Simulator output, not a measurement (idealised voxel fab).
Process module, titled voxel released beams
Displayed cross-section: cut, width of 180 nm, square cells sized 5 nm.
If you're reading a cross-section in this doc, picture square cells in a grid; it comes to you as bands, top ones listed first down to the bottom, and a band can be one or more rows of cells. Heads up on the band format: heights come first, top then bottom, in nm. After that it's the materials left to right, each with its width in nm. A single material flagged "everywhere" fills the whole band edge to edge, and "air" means there's empty space there. Zero point of the height axis is 0; under it, received wafer = one material. Lowest band: continues down indefinitely, "z 0 and below". So if you see something like "30 to 40" for the width, read it as the top row of the band sitting at the first number and the bottom row at the second, with every row in between moving by the same amount as the last. "no modification" -> step changed no cross-section cell. Empty spaces without an open route to the top, at least 8 cells in extent, make up the entry "Voids, fully enclosed"; each is given as width x height at distance, where the distance is measured from the left edge, and all are in nm. If you see something after the settings on a step's line, that's the simulator's own remark about that step. overlay nm: right-of-plan distance of the mask on a masked step; negative values mean left-of-plan.
THE PLANNED PROCESS STEPS ARE ENUMERATED HEREUNDER
1) RECEIVE (material Si)
2) CONFORMAL_DEP (material Al2O3; thk nm 5)
3) DIRECTIONAL_DEP (material SiO2; thk nm 15)
4) DIRECTIONAL_DEP (material aC; thk nm 15)
5) PATTERN (tone open; mask id ANCHOR; material resist; width nm 30; thk nm 35; overlay nm 0)
6) DIRECTIONAL_ETCH (etch materials aC; depth nm 15)
7) STRIP (etch materials resist)
8) DIRECTIONAL_ETCH (etch materials SiO2; depth nm 15)
9) STRIP (etch materials aC)
10) CONFORMAL_DEP (material polySi; thk nm 10)
11) MASKED_ETCH (tone cover; mask id BEAM; width nm 80; etch materials polySi; depth nm 10; overlay nm -15)
12) STRIP (etch materials SiO2)
varied across the wafers: overlay nm of step 11. The plan shows the first wafer's value. All wafers start alike
THE FIRST OF SEVERAL WAFERS AS RECEIVED, SHOWN IN CROSS-SECTION; THIS IS ITS STATE AFTER STEP 1
    z 0 and below | Si everywhere
    Voids, fully enclosed: none
END-OF-MODULE CROSS-SECTION, FIRST OF SEVERAL WAFERS, AFTER LAST STEP 12
    z 30 to 20 | air=30; polySi=30; air=10; polySi=40; air=70
    z 20 to 15 | air=50; polySi=10; air=10; polySi=10; air=100
    z 15 to 5 | air=50; polySi=30; air=100
    z 5 to 0 | Al2O3 everywhere
    z 0 and below | Si everywhere
    Voids, fully enclosed: none
HERE WE CROSS-SECTIONED THE LAST OF THE WAFERS ONCE THE MODULE WAS DONE
    z 30 to 20 | air=70; polySi=70; air=40
    z 20 to 15 | air=50; polySi=10; air=10; polySi=10; air=100
    z 15 to 5 | air=50; polySi=30; air=100
    z 5 to 0 | Al2O3 everywhere
    z 0 and below | Si everywhere
    Voids, fully enclosed: none
END OF MODULE, BY WAFER: MATERIAL-BY-MATERIAL CELL GAIN (+) OR LOSS (-) SINCE RECEIPT, THEN CLOSED VOIDS
overlay nm -15; +36 Al2O3; +44 polySi; Voids, fully enclosed: none
overlay nm -10; +36 Al2O3; +44 polySi; Voids, fully enclosed: none
overlay nm -5; +36 Al2O3; +44 polySi; Voids, fully enclosed: none
overlay nm 0; +36 Al2O3; +44 polySi; Voids, fully enclosed: none
overlay nm 5; +36 Al2O3; +44 polySi; Voids, fully enclosed: none
overlay nm 10; +36 Al2O3; +44 polySi; Voids, fully enclosed: none
overlay nm 15; +36 Al2O3; +44 polySi; Voids, fully enclosed: none
